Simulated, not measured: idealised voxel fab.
process module | voxel ribs on slabs
cross-section cut | 265 nm wide | cells 5 nm
A cross-section is a grid of square cells, given in bands from the top down. A band is one or more rows of cells.
Each band's line starts with the height of the band's top and of its bottom, in nm. Then come its materials from left to right, each with its width in nm. One material with "throughout" fills the band from edge to edge. "air" is empty space.
Height 0 is the level under which the wafer as received is all one material. The lowest band goes on downwards, as in "0 down".
A width such as "30 to 40" changes by the same amount from each row of cells to the next, from the band's top row to its bottom row.
"no change" after a step means that no cell of the cross-section changed.
closed voids: empty space of 8 cells or more with no open way to the top, each as width x height at its distance from the left edge, in nm
after a step's settings: what the simulator itself notes on the step
overlay nm, on a step with a mask: how far to the right of its planned place the mask lay; to the left if negative
plan
1 op RECEIVE | material Si
2 op DIRECTIONAL_DEP | material SiO2 | thk nm 30
3 op DIRECTIONAL_DEP | material polySi | thk nm 20
4 op PATTERN | tone cover | mask id RIB | material resist | width nm 30 | thk nm 15 | overlay nm 0
5 op DIRECTIONAL_ETCH | etch materials polySi | depth nm 5
6 op STRIP | etch materials resist
7 op MASKED_ETCH | tone cover | mask id SLAB | width nm 60 | etch materials polySi | depth nm 15 | overlay nm 0
8 op FILL_DEP | material SiO2 | thk nm 20
9 op CMP | height nm 60
10 op DIRECTIONAL_DEP | material TiN | thk nm 10
11 op PATTERN | tone cover | mask id HEATER | material resist | width nm 40 | thk nm 15 | overlay nm 0
12 op DIRECTIONAL_ETCH | etch materials TiN | depth nm 10
13 op STRIP | etch materials resist
14 op CONFORMAL_DEP | material SiN | thk nm 10
as received, after step 1
  0 down: Si throughout
  closed voids: none
first wafer at the end, as planned
  80 to 70: air 100 | SiN 60 | air 105
  70 to 60: SiN 110 | TiN 40 | SiN 115
  60 to 50: SiO2 throughout
  50 to 45: SiO2 115 | polySi 30 | SiO2 120
  45 to 30: SiO2 100 | polySi 60 | SiO2 105
  30 to 0: SiO2 throughout
  0 down: Si throughout
  closed voids: none
second wafer at the end: like start, like plan, one mistake
  80 to 70: air 100 | SiN 60 | air 105
  70 to 60: SiN 110 | TiN 40 | SiN 115
  60 to 50: SiO2 throughout
  50 to 45: SiO2 100 | polySi 15 | SiO2 30 | polySi 15 | SiO2 105
  45 to 35: SiO2 100 | polySi 60 | SiO2 105
  35 to 30: polySi throughout
  30 to 0: SiO2 throughout
  0 down: Si throughout
  closed voids: none
what went wrong: step 4 ran as: op PATTERN | tone open | mask id RIB | material resist | width nm 30 | thk nm 15 | overlay nm 0
at the end the second wafer has, in cells: 41 fewer of SiO2 | 41 more of polySi
